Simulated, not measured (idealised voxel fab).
process module | voxel plated lines
Section shown: cut. Width: 285 nm. Cell size: 5 nm, square.
If you're reading a cross-section in this doc, picture square cells in a grid; it comes to you as bands, top ones listed first down to the bottom, and a band can be one or more rows of cells.
Band: top height; bottom height; in nm. Then, left to right: material with width in nm, for each material. "full width": a single material spanning edge to edge. "air": empty space.
Basically, 0 is our baseline, since under it the wafer straight out of the box is all one material. The bottom band has no lower end and keeps on going down, so it looks like "top 0, no bottom".
It should be noted that a width expressed as "30->40" varies in equal increments from row to row of cells within the band, taking the value of the first number at the top row and that of the second number at the bottom row.
When a step is marked "all unchanged", none of the cells in the cross-section changed during that step.
Reported under the label "Completely sealed voids" are the empty spaces having no open way to the top and comprising 8 cells or more; the notation for each is width x height at distance, in which the distance is measured from the left edge and all three values are in nm.
Post-settings text on a step line: simulator's own remark regarding the step.
overlay nm: how far to the right of its planned place the mask lay on this masked step (negative: to the left).

BELOW IS THE LIST OF PLANNED PROCESS STEPS
- 1: RECEIVE (material Si)
- 2: CONFORMAL_DEP (material Al2O3; thk nm 5)
- 3: DIRECTIONAL_DEP (material TiN; thk nm 5)
- 4: PATTERN (tone open; mask id LINES; material resist; width nm 25; pitch nm 55; thk nm 25; overlay nm -15)
- 5: EPI (material Ru; thk nm 10)
- 6: EPI (material Ru; thk nm 10)
- 7: STRIP (etch materials resist)
- 8: DIRECTIONAL_ETCH (etch materials TiN; depth nm 5)
- 9: CONFORMAL_DEP (material SiCN; thk nm 10)
The plan shows the overlay nm of step 4 as the first wafer had it; this setting differs between the wafers, which start out alike.

AS-RECEIVED STATE AFTER STEP 1, FIRST OF SEVERAL WAFERS, CROSS-SECTION
  top 0, no bottom | Si full width
  Completely sealed voids: none

FOR YOUR REFERENCE, THE TABLE IS ORGANIZED WITH A ROW PER WAFER; EACH ROW REFLECTS THE WAFER AT THE END OF THE MODULE, INDICATING FOR EACH MATERIAL THE CELLS GAINED (+) OR LOST (-) SINCE RECEIPT, AND THEREAFTER ITS CLOSED VOIDS
overlay nm -15 | +57 Al2O3 | +40 Ru | +154 SiCN | +10 TiN | Completely sealed voids: none
overlay nm -10 | +57 Al2O3 | +40 Ru | +154 SiCN | +10 TiN | Completely sealed voids: none
overlay nm -5 | +57 Al2O3 | +40 Ru | +154 SiCN | +10 TiN | Completely sealed voids: none
overlay nm 0 | +57 Al2O3 | +40 Ru | +154 SiCN | +10 TiN | Completely sealed voids: none
overlay nm 5 | +57 Al2O3 | +40 Ru | +154 SiCN | +10 TiN | Completely sealed voids: none
overlay nm 10 | +57 Al2O3 | +40 Ru | +154 SiCN | +10 TiN | Completely sealed voids: none
overlay nm 15 | +57 Al2O3 | +40 Ru | +154 SiCN | +10 TiN | Completely sealed voids: none
